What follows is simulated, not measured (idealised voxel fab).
Process module, titled voxel gate over fins
Displayed cross-section: cut, width of 205 nm, square cells sized 5 nm.
Throughout this document, each cross-section is represented as a grid of square cells and is presented as a sequence of bands enumerated from the top downward, where a band comprises one or more rows of cells.
The entry gives the band's vertical extent as a top height and a bottom height in nm, then its horizontal make-up as materials from left to right, each with a width in nm. "empty" stands for empty space; a single material marked "edge to edge" fills the band edge to edge.
Beneath 0, the wafer as received is one material, and that level is where height counting begins. The lowest band goes on downward without a bottom; it is written like "z 0 and below".
Width spec "30 to 40" -> top row of cells at first value, bottom row at second value, equal per-row change in between.
A step reported as "nothing changed" is a step in which no cell of the cross-section changed.
The entry "Enclosed voids" lists the empty spaces that cover at least 8 cells and have no open path to the top. Each is written as width x height at distance, where the distance is measured from the left edge and all three values are in nm.
Post-settings text on a step line: simulator's own remark regarding the step.
overlay nm: mask right of planned place by this much (step with mask). Neg. = left.
PLANNED STEP LIST FOR THE PROCESS
1. RECEIVE with material Si
2. CONFORMAL_DEP with material SiN, thk nm 10
3. DIRECTIONAL_DEP with material aC, thk nm 10
4. PATTERN with tone cover, mask id FINS, material resist, width nm 15, pitch nm 40, thk nm 30, overlay nm 0
5. DIRECTIONAL_ETCH with etch materials aC, depth nm 10
6. STRIP with etch materials resist
7. DIRECTIONAL_ETCH with etch materials SiN, depth nm 10
8. DIRECTIONAL_ETCH with etch materials Si, depth nm 35
9. STRIP with etch materials aC
10. OXIDIZE with depth nm 5
11. FILL_DEP with material SiO2, thk nm 10
12. CMP with height nm 10
13. SELECTIVE_ETCH with etch materials SiO2, depth nm 25
14. STRIP with etch materials SiN
15. CONFORMAL_DEP with material HfO2, thk nm 5
16. CONFORMAL_DEP with material TiN, thk nm 5
17. CONFORMAL_DEP with material TiAl, thk nm 5
18. CONFORMAL_DEP with material TiN, thk nm 5
19. FILL_DEP with material W, thk nm 10
20. CMP with height nm 25
21. CONFORMAL_DEP with material SiCN, thk nm 10
CROSS-SECTION, INCOMING MATERIAL, AFTER STEP 1
- z 0 and below  Si edge to edge
- Enclosed voids: none
POST-MODULE CROSS-SECTION: IDENTICAL START AND PLAN TO THOSE ABOVE, ONE MISSTEP IN EXECUTION
- z 35 to 25  SiN edge to edge
- z 25 to 20  W edge to edge
- z 20 to 15  W: 40 | TiN: 125 | W: 40
- z 15 to 10  W: 40 | TiN: 5 | TiAl: 35 | TiN: 5 | TiAl: 35 | TiN: 5 | TiAl: 35 | TiN: 5 | W: 40
- z 10 to 5  W: 40 | TiN: 5 | TiAl: 5 | TiN: 25 | TiAl: 5 | TiN: 5 | TiAl: 5 | TiN: 25 | TiAl: 5 | TiN: 5 | TiAl: 5 | TiN: 25 | TiAl: 5 | TiN: 5 | W: 40
- z 5 to 0  TiN: 45 | TiAl: 5 | TiN: 5 | HfO2: 15 | TiN: 5 | TiAl: 5 | TiN: 5 | TiAl: 5 | TiN: 5 | HfO2: 15 | TiN: 5 | TiAl: 5 | TiN: 5 | TiAl: 5 | TiN: 5 | HfO2: 15 | TiN: 5 | TiAl: 5 | TiN: 45
- z 0 to -5  TiAl: 50 | TiN: 5 | HfO2: 5 | Si: 5 | HfO2: 5 | TiN: 5 | TiAl: 15 | TiN: 5 | HfO2: 5 | Si: 5 | HfO2: 5 | TiN: 5 | TiAl: 15 | TiN: 5 | HfO2: 5 | Si: 5 | HfO2: 5 | TiN: 5 | TiAl: 50
- z -5 to -10  TiN: 55 | HfO2: 5 | Si: 5 | HfO2: 5 | TiN: 25 | HfO2: 5 | Si: 5 | HfO2: 5 | TiN: 25 | HfO2: 5 | Si: 5 | HfO2: 5 | TiN: 55
- z -10 to -15  HfO2: 60 | Si: 5 | HfO2: 35 | Si: 5 | HfO2: 35 | Si: 5 | HfO2: 60
- z -15 to -40  SiO2: 60 | Si: 5 | SiO2: 35 | Si: 5 | SiO2: 35 | Si: 5 | SiO2: 60
- z -40 and below  Si edge to edge
- Enclosed voids: none
The mistake made against the process plan was this: step 21 ran differently from the plan; actual operation with settings: CONFORMAL_DEP with material SiN, thk nm 10
